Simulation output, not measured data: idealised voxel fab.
Name of the process module below: voxel capacitor over wiring
Cross-section cut spans 280 nm and uses square cells 5 nm in size.
For the purposes of this document, a cross-section shall be understood as a grid of square cells, specified as bands listed in top-to-bottom order, each band consisting of one or more rows of cells. This entry defines a band. It first specifies the height of the band's top and the height of its bottom in nm, and then specifies the band's materials from left to right, stating each material with its width in nm. The word "edge to edge" identifies a single material that fills the band from edge to edge, while the word "air" identifies empty space. Below 0: as-received wafer, all one material; heights counted from there. Lowest band: no bottom, goes on down, written "0 and below". Top row gets the first number, bottom row gets the second, and each row in between changes by the same step: that is how a band width like "30..40" works. What does "no alteration" mean for a step? It means no cell of the cross-section changed in that step. Voids not open to the top, 8 cells minimum: see "Enclosed internal cavities". Written width x height at distance; distance is from the left edge; nm. Heads up: the bit after the settings on a step's line is the simulator's remark on that step. Among the settings permitted on a step's line is "overlay nm"; applied to a step with a mask, it specifies the extent to which the mask lay to the right of its planned position, whereas a negative figure signifies a position to the left.
Steps planned for the process
| 1 | RECEIVE: material Si |
| 2 | CONFORMAL_DEP: material SiO2, thk nm 10 |
| 3 | DIRECTIONAL_DEP: material TiN, thk nm 5 |
| 4 | DIRECTIONAL_DEP: material Ru, thk nm 15 |
| 5 | PATTERN: tone cover, mask id METAL_1, material resist, width nm 25, pitch nm 80, thk nm 20, overlay nm 0 |
| 6 | DIRECTIONAL_ETCH: etch materials Ru, depth nm 15 |
| 7 | DIRECTIONAL_ETCH: etch materials TiN, depth nm 5 |
| 8 | STRIP: etch materials resist |
| 9 | CONFORMAL_DEP: material SiN, thk nm 5 |
| 10 | FILL_DEP: material SiO2, thk nm 10 |
| 11 | CMP: height nm 30 |
| 12 | CONFORMAL_DEP: material SiCN, thk nm 5 |
| 13 | DIRECTIONAL_DEP: material lowk, thk nm 10 |
| 14 | DIRECTIONAL_DEP: material aC, thk nm 15 |
| 15 | PATTERN: tone open, mask id PLUG_1, material resist, width nm 15, thk nm 35, overlay nm 0 |
| 16 | DIRECTIONAL_ETCH: etch materials aC, depth nm 15 |
| 17 | STRIP: etch materials resist |
| 18 | DIRECTIONAL_ETCH: etch materials lowk, depth nm 10 |
| 19 | DIRECTIONAL_ETCH: etch materials SiCN, depth nm 5 |
| 20 | STRIP: etch materials aC |
| 21 | CONFORMAL_DEP: material TiN, thk nm 5 |
| 22 | FILL_DEP: material W, thk nm 10 |
| 23 | CMP: height nm 45 |
| 24 | DIRECTIONAL_DEP: material TiN, thk nm 10 |
| 25 | DIRECTIONAL_DEP: material Al2O3, thk nm 5 |
| 26 | DIRECTIONAL_DEP: material TiN, thk nm 10 |
| 27 | PATTERN: tone cover, mask id UPPER_PLATE, material resist, width nm 60, thk nm 15, overlay nm 0 |
| 28 | DIRECTIONAL_ETCH: etch materials TiN, depth nm 10 |
| 29 | DIRECTIONAL_ETCH: etch materials Al2O3, depth nm 5 |
| 30 | STRIP: etch materials resist |
| 31 | MASKED_ETCH: tone cover, mask id LOWER_PLATE, width nm 70, etch materials TiN, depth nm 10, overlay nm 0 |
| 32 | FILL_DEP: material SiO2, thk nm 20 |
| 33 | CMP: height nm 85 |
| 34 | PATTERN: tone open, mask id PLUG_2, material resist, width nm 15, thk nm 15, overlay nm 0 |
| 35 | DIRECTIONAL_ETCH: etch materials SiO2, depth nm 15 |
| 36 | STRIP: etch materials resist |
| 37 | CONFORMAL_DEP: material TiN, thk nm 5 |
| 38 | FILL_DEP: material Ru, thk nm 10 |
| 39 | CMP: height nm 85 |
| 40 | CONFORMAL_DEP: material SiCN, thk nm 5 |
Cross-section of the wafer at receipt, which is the condition after step 1
    0 and below  Si edge to edge
    Enclosed internal cavities: none
This is how the wafer looks in cross-section once the module is done, given the starting state and plan above and one mistake in carrying the plan out
    90 down to 85  SiCN edge to edge
    85 down to 75  SiO2=105; TiN=5; Ru=5; TiN=5; SiO2=160
    75 down to 70  SiO2=105; TiN=15; SiO2=160
    70 down to 60  SiO2=95; TiN=60; SiO2=125
    60 down to 55  SiO2=95; Al2O3=60; SiO2=125
    55 down to 45  SiO2=90; TiN=70; SiO2=120
    45 down to 35  lowk=95; TiN=5; W=5; TiN=5; lowk=170
    35 down to 30  SiCN=95; TiN=15; SiCN=170
    30 down to 25  SiO2 edge to edge
    25 down to 20  SiO2=80; SiN=35; SiO2=45; SiN=35; SiO2=85
    20 down to 15  SiO2=80; SiN=5; Ru=25; SiN=5; SiO2=45; SiN=5; Ru=25; SiN=5; SiO2=85
    15 down to 10  SiN=85; TiN=25; SiN=55; TiN=25; SiN=90
    10 down to 0  SiO2 edge to edge
    0 and below  Si edge to edge
    Enclosed internal cavities: none
what went wrong: in deviation from the planned setting, step 4 was conducted as DIRECTIONAL_DEP: material Ru, thk nm 5
